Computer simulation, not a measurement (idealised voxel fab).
This section sets out a process module, namely voxel wiring stack.
We display cut, a cross-section 200 nm in width whose square cells are each 5 nm.
Throughout this document, each cross-section is represented as a grid of square cells and is presented as a sequence of bands enumerated from the top downward, where a band comprises one or more rows of cells.
Read a band's entry like this: the first values are the height of its top and the height of its bottom in nm, and what follows is the sequence of materials from left to right, each with its width in nm. Note that "blank" is empty space, and that a single material marked "everywhere" reaches across the band from edge to edge.
For the purposes of this specification, 0 denotes the height below which the wafer in its as-received condition is composed wholly of one material, and the lowermost band, lacking a lower limit, extends downward without end, as expressed in "0 -> down".
Think of "30->40" as a width that walks from the first number to the second as you go down the band, top row to bottom row, taking equal-sized steps from row to row.
"identical to before" (step): cross-section cells unchanged, all of them.
"Catalogued sealed voids" lists enclosed empty spaces (at least 8 cells, no open path upward to the top), each as width x height at distance from the left edge, in nm.
Formally, on a step line, whatever follows the settings is a remark that the simulator itself makes on the step.
overlay nm, on a step with a mask: how far to the right of its planned place the mask lay; to the left if negative

[These are the steps we planned for the process]
| 1 | RECEIVE with material Si |
| 2 | CONFORMAL_DEP with material SiO2, thk nm 15 |
| 3 | DIRECTIONAL_DEP with material TiN, thk nm 5 |
| 4 | DIRECTIONAL_DEP with material W, thk nm 25 |
| 5 | PATTERN with tone cover, mask id METAL_1, material resist, width nm 25, pitch nm 55, thk nm 20, overlay nm 0 |
| 6 | DIRECTIONAL_ETCH with etch materials W, depth nm 25 |
| 7 | DIRECTIONAL_ETCH with etch materials TiN, depth nm 5 |
| 8 | STRIP with etch materials resist |
| 9 | CONFORMAL_DEP with material SiCN, thk nm 5 |
| 10 | FILL_DEP with material lowk, thk nm 5 |
| 11 | CMP with height nm 45 |
| 12 | CONFORMAL_DEP with material SiCN, thk nm 5 |
| 13 | DIRECTIONAL_DEP with material lowk, thk nm 20 |
| 14 | DIRECTIONAL_DEP with material aC, thk nm 15 |
| 15 | PATTERN with tone open, mask id PLUG_1, material resist, width nm 15, thk nm 30, overlay nm 0 |
| 16 | DIRECTIONAL_ETCH with etch materials aC, depth nm 15 |
| 17 | STRIP with etch materials resist |
| 18 | DIRECTIONAL_ETCH with etch materials lowk, depth nm 20 |
| 19 | DIRECTIONAL_ETCH with etch materials SiCN, depth nm 5 |
| 20 | STRIP with etch materials aC |
| 21 | EPI with material Ru, thk nm 10 |
| 22 | EPI with material Ru, thk nm 10 |
| 23 | EPI with material Ru, thk nm 5 |
| 24 | DIRECTIONAL_DEP with material TiN, thk nm 5 |
| 25 | DIRECTIONAL_DEP with material Ru, thk nm 20 |
| 26 | DIRECTIONAL_DEP with material aC, thk nm 15 |
| 27 | PATTERN with tone cover, mask id METAL_2, material resist, width nm 25, pitch nm 55, thk nm 30, overlay nm 0 |
| 28 | DIRECTIONAL_ETCH with etch materials aC, depth nm 15 |
| 29 | STRIP with etch materials resist |
| 30 | DIRECTIONAL_ETCH with etch materials Ru, depth nm 20 |
| 31 | DIRECTIONAL_ETCH with etch materials TiN, depth nm 5 |
| 32 | STRIP with etch materials aC |
| 33 | CONFORMAL_DEP with material SiN, thk nm 5 |
| 34 | FILL_DEP with material SiO2, thk nm 10 |
| 35 | CMP with height nm 95 |
| 36 | CONFORMAL_DEP with material SiCN, thk nm 5 |
| 37 | DIRECTIONAL_DEP with material lowk, thk nm 10 |
| 38 | DIRECTIONAL_DEP with material aC, thk nm 10 |
| 39 | PATTERN with tone open, mask id PLUG_2, material resist, width nm 15, pitch nm 55, thk nm 25, overlay nm 0 |
| 40 | DIRECTIONAL_ETCH with etch materials aC, depth nm 10 |
| 41 | STRIP with etch materials resist |
| 42 | DIRECTIONAL_ETCH with etch materials lowk, depth nm 10 |
| 43 | DIRECTIONAL_ETCH with etch materials SiCN, depth nm 5 |
| 44 | STRIP with etch materials aC |
| 45 | CONFORMAL_DEP with material TiN, thk nm 5 |
| 46 | FILL_DEP with material Ru, thk nm 10 |
| 47 | CMP with height nm 110 |
| 48 | CONFORMAL_DEP with material SiN, thk nm 5 |
| 49 | DIRECTIONAL_DEP with material SiO2, thk nm 25 |
| 50 | PATTERN with tone open, mask id METAL_3, material resist, width nm 25, pitch nm 55, thk nm 20, overlay nm 0 |
| 51 | DIRECTIONAL_ETCH with etch materials SiO2, depth nm 25 |
| 52 | DIRECTIONAL_ETCH with etch materials SiN, depth nm 5 |
| 53 | STRIP with etch materials resist |
| 54 | CONFORMAL_DEP with material TiN, thk nm 5 |
| 55 | FILL_DEP with material Cu, thk nm 10 |
| 56 | CMP with height nm 140 |
| 57 | CONFORMAL_DEP with material SiCN, thk nm 5 |

[As-received state of the wafer in cross-section, equivalent to post-step 1]
    0 -> down: Si everywhere
    Catalogued sealed voids: none

[first wafer at the end, as planned]
    145 -> 140: SiCN everywhere
    140 -> 115: SiO2: 60 / TiN: 5 / Cu: 15 / TiN: 5 / SiO2: 30 / TiN: 5 / Cu: 15 / TiN: 5 / SiO2: 60
    115 -> 110: SiN: 60 / TiN: 25 / SiN: 30 / TiN: 25 / SiN: 60
    110 -> 100: lowk: 60 / TiN: 5 / Ru: 5 / TiN: 5 / lowk: 40 / TiN: 5 / Ru: 5 / TiN: 5 / lowk: 70
    100 -> 95: SiCN: 60 / TiN: 15 / SiCN: 40 / TiN: 15 / SiCN: 70
    95 -> 75: SiO2: 55 / SiN: 5 / Ru: 25 / SiN: 5 / SiO2: 20 / SiN: 5 / Ru: 25 / SiN: 5 / SiO2: 55
    75 -> 70: SiN: 60 / TiN: 25 / SiN: 30 / TiN: 25 / SiN: 60
    70 -> 50: lowk: 60 / Ru: 15 / lowk: 125
    50 -> 45: SiCN: 60 / Ru: 15 / SiCN: 125
    45 -> 20: lowk: 55 / SiCN: 5 / W: 25 / SiCN: 5 / lowk: 20 / SiCN: 5 / W: 25 / SiCN: 5 / lowk: 55
    20 -> 15: SiCN: 60 / TiN: 25 / SiCN: 30 / TiN: 25 / SiCN: 60
    15 -> 0: SiO2 everywhere
    0 -> down: Si everywhere
    Catalogued sealed voids: none

[Cross-section, wafer two of two, end of module: same start and plan as wafer one, one error in execution]
    145 -> 140: SiCN everywhere
    140 -> 115: SiO2: 60 / TiN: 5 / Cu: 15 / TiN: 5 / SiO2: 30 / TiN: 5 / Cu: 15 / TiN: 5 / SiO2: 60
    115 -> 110: SiN: 60 / TiN: 25 / SiN: 30 / TiN: 25 / SiN: 60
    110 -> 100: lowk: 60 / TiN: 5 / Ru: 5 / TiN: 5 / lowk: 40 / TiN: 5 / Ru: 5 / TiN: 5 / lowk: 70
    100 -> 95: SiCN: 60 / TiN: 15 / SiCN: 40 / TiN: 15 / SiCN: 70
    95 -> 75: SiO2: 55 / SiN: 5 / Ru: 25 / SiN: 5 / SiO2: 20 / SiN: 5 / Ru: 25 / SiN: 5 / SiO2: 55
    75 -> 70: SiO2: 55 / SiN: 5 / TiN: 25 / SiN: 30 / TiN: 25 / SiN: 30 / SiO2: 30
    70 -> 50: SiO2: 55 / SiN: 5 / lowk: 15 / Ru: 90 / SiN: 5 / SiO2: 30
    50 -> 45: SiN: 60 / SiCN: 15 / Ru: 90 / SiN: 35
    45 -> 20: lowk: 55 / SiCN: 5 / W: 25 / SiCN: 5 / lowk: 20 / SiCN: 5 / W: 25 / SiCN: 5 / lowk: 55
    20 -> 15: SiCN: 60 / TiN: 25 / SiCN: 30 / TiN: 25 / SiCN: 60
    15 -> 0: SiO2 everywhere
    0 -> down: Si everywhere
    Catalogued sealed voids: none
Misprocessing identified: step 15 was not run as planned; what actually ran was PATTERN with tone cover, mask id PLUG_1, material resist, width nm 15, thk nm 30, overlay nm 0
Wafer comparison, final, in cells, second relative to first, materials more or fewer: Ru +75 | SiCN -34 | SiN +10 | SiO2 +85 | lowk -136
